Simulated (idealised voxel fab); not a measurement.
process module | voxel released beams
cross-section cut | 155 nm wide | cells 5 nm
A cross-section is a grid of square cells, given in bands from the top down. A band is one or more rows of cells.
Each band's line starts with the height of the band's top and of its bottom, in nm. Then come its materials from left to right, each with its width in nm. One material with "throughout" fills the band from edge to edge. "air" is empty space.
Height 0 is the level under which the wafer as received is all one material. The lowest band goes on downwards, as in "0 down".
A width such as "30 to 40" changes by the same amount from each row of cells to the next, from the band's top row to its bottom row.
"no change" after a step means that no cell of the cross-section changed.
closed voids: empty space of 8 cells or more with no open way to the top, each as width x height at its distance from the left edge, in nm
after a step's settings: what the simulator itself notes on the step
overlay nm, on a step with a mask: how far to the right of its planned place the mask lay; to the left if negative
plan
1 op RECEIVE | material Si
2 op CONFORMAL_DEP | material SiN | thk nm 10
3 op DIRECTIONAL_DEP | material SiO2 | thk nm 20
4 op PATTERN | tone open | mask id ANCHOR | material resist | width nm 45 | thk nm 20 | overlay nm 0
5 op DIRECTIONAL_ETCH | etch materials SiO2 | depth nm 20
6 op STRIP | etch materials resist
7 op CONFORMAL_DEP | material TiN | thk nm 15
8 op MASKED_ETCH | tone cover | mask id BEAM | width nm 110 | etch materials TiN | depth nm 15 | overlay nm 0
9 op STRIP | etch materials SiO2
as received, after step 1
  0 down: Si throughout
  closed voids: none
a wafer at the end: this start, this plan, one mistake
  45 to 30: air 30 | TiN 10 | air 15 | TiN 85 | air 15
  30 to 25: air 25 | TiN 15 | air 15 | TiN 15 | air 85
  25 to 10: air 25 | TiN 45 | air 85
  10 to 0: SiN throughout
  0 down: Si throughout
  closed voids: none
what went wrong: step 8 ran as: op MASKED_ETCH | tone cover | mask id BEAM | width nm 110 | etch materials TiN | depth nm 15 | overlay nm 10
